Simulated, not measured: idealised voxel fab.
Module name: voxel trench capacitor (process module)
Section shown: cut. Width: 285 nm. Cell size: 5 nm, square.
Just so we're on the same page, the cross-sections are grids of square cells, and they're listed out in bands top to bottom, each band one or more rows deep. Band: top and bottom heights (nm) first, top before bottom; then materials from left to right, widths in nm. "full width" marks a sole material filling the band edge to edge. "air" denotes empty space. For the purposes of this specification, 0 denotes the height below which the wafer in its as-received condition is composed wholly of one material, and the lowermost band, lacking a lower limit, extends downward without end, as expressed in "0..down". The width entry "30 to 40" should be interpreted row by row: the top row of cells in the band takes the first number, the bottom row takes the second number, and the change between adjacent rows is uniform throughout. "no modifications", as given for a step, is the statement that not any cell of the cross-section underwent a change during that step. If an empty space has no open way to the top and is at least 8 cells in size, "Closed void roster" lists it, written width x height at distance, where distance is measured from the left edge and every value is in nm. Where a step's line continues beyond its settings, the continuation is a remark by the simulator itself on that step. "overlay nm" denotes, for a step that has a mask, the displacement of the mask to the right of its planned place, with negative values corresponding to the left.
This section lists the process steps that were planned:
1 RECEIVE,material Si
2 CONFORMAL_DEP,material SiN,thk nm 5
3 DIRECTIONAL_DEP,material aC,thk nm 10
4 PATTERN,tone open,mask id TRENCH,material resist,width nm 30,pitch nm 60,thk nm 25,overlay nm -15
5 DIRECTIONAL_ETCH,etch materials aC,depth nm 10
6 STRIP,etch materials resist
7 DIRECTIONAL_ETCH,etch materials SiN,depth nm 5
8 DIRECTIONAL_ETCH,etch materials Si,depth nm 30
9 STRIP,etch materials aC
10 CONFORMAL_DEP,material HfO2,thk nm 5
11 CONFORMAL_DEP,material TiN,thk nm 5
12 FILL_DEP,material W,thk nm 10
13 CMP,height nm 5
What sets these wafers apart? The overlay nm at step 4. They all start alike, and the plan carries the first wafer's value.
Cross-sectional view of the first of several wafers in the as-received condition, corresponding to the state following step 1:
	0..down = Si full width
	Closed void roster: none
First of several wafers: cross-section at the end of the module, after step 13, its last step:
	5..0 = SiN (20), HfO2 (5), TiN (5), W (10), TiN (5), HfO2 (5), SiN (30), HfO2 (5), TiN (5), W (10), TiN (5), HfO2 (5), SiN (30), HfO2 (5), TiN (5), W (10), TiN (5), HfO2 (5), SiN (30), HfO2 (5), TiN (5), W (10), TiN (5), HfO2 (5), SiN (55)
	0..-20 = Si (20), HfO2 (5), TiN (5), W (10), TiN (5), HfO2 (5), Si (30), HfO2 (5), TiN (5), W (10), TiN (5), HfO2 (5), Si (30), HfO2 (5), TiN (5), W (10), TiN (5), HfO2 (5), Si (30), HfO2 (5), TiN (5), W (10), TiN (5), HfO2 (5), Si (55)
	-20..-25 = Si (20), HfO2 (5), TiN (20), HfO2 (5), Si (30), HfO2 (5), TiN (20), HfO2 (5), Si (30), HfO2 (5), TiN (20), HfO2 (5), Si (30), HfO2 (5), TiN (20), HfO2 (5), Si (55)
	-25..-30 = Si (20), HfO2 (30), Si (30), HfO2 (30), Si (30), HfO2 (30), Si (30), HfO2 (30), Si (55)
	-30..down = Si full width
	Closed void roster: none
Last wafer, end of module, cross-section:
	5..0 = SiN (50), HfO2 (5), TiN (5), W (10), TiN (5), HfO2 (5), SiN (30), HfO2 (5), TiN (5), W (10), TiN (5), HfO2 (5), SiN (30), HfO2 (5), TiN (5), W (10), TiN (5), HfO2 (5), SiN (30), HfO2 (5), TiN (5), W (10), TiN (5), HfO2 (5), SiN (25)
	0..-20 = Si (50), HfO2 (5), TiN (5), W (10), TiN (5), HfO2 (5), Si (30), HfO2 (5), TiN (5), W (10), TiN (5), HfO2 (5), Si (30), HfO2 (5), TiN (5), W (10), TiN (5), HfO2 (5), Si (30), HfO2 (5), TiN (5), W (10), TiN (5), HfO2 (5), Si (25)
	-20..-25 = Si (50), HfO2 (5), TiN (20), HfO2 (5), Si (30), HfO2 (5), TiN (20), HfO2 (5), Si (30), HfO2 (5), TiN (20), HfO2 (5), Si (30), HfO2 (5), TiN (20), HfO2 (5), Si (25)
	-25..-30 = Si (50), HfO2 (30), Si (30), HfO2 (30), Si (30), HfO2 (30), Si (30), HfO2 (30), Si (25)
	-30..down = Si full width
	Closed void roster: none
Row per wafer, end-of-module: cell gain (+)/loss (-) by material since the wafer came in, then closed voids:
overlay nm -15; +72 HfO2; -144 Si; +33 SiN; +56 TiN; +40 W; Closed void roster: none
overlay nm -10; +72 HfO2; -144 Si; +33 SiN; +56 TiN; +40 W; Closed void roster: none
overlay nm -5; +72 HfO2; -144 Si; +33 SiN; +56 TiN; +40 W; Closed void roster: none
overlay nm 0; +72 HfO2; -144 Si; +33 SiN; +56 TiN; +40 W; Closed void roster: none
overlay nm 5; +72 HfO2; -144 Si; +33 SiN; +56 TiN; +40 W; Closed void roster: none
overlay nm 10; +72 HfO2; -144 Si; +33 SiN; +56 TiN; +40 W; Closed void roster: none
overlay nm 15; +72 HfO2; -144 Si; +33 SiN; +56 TiN; +40 W; Closed void roster: none
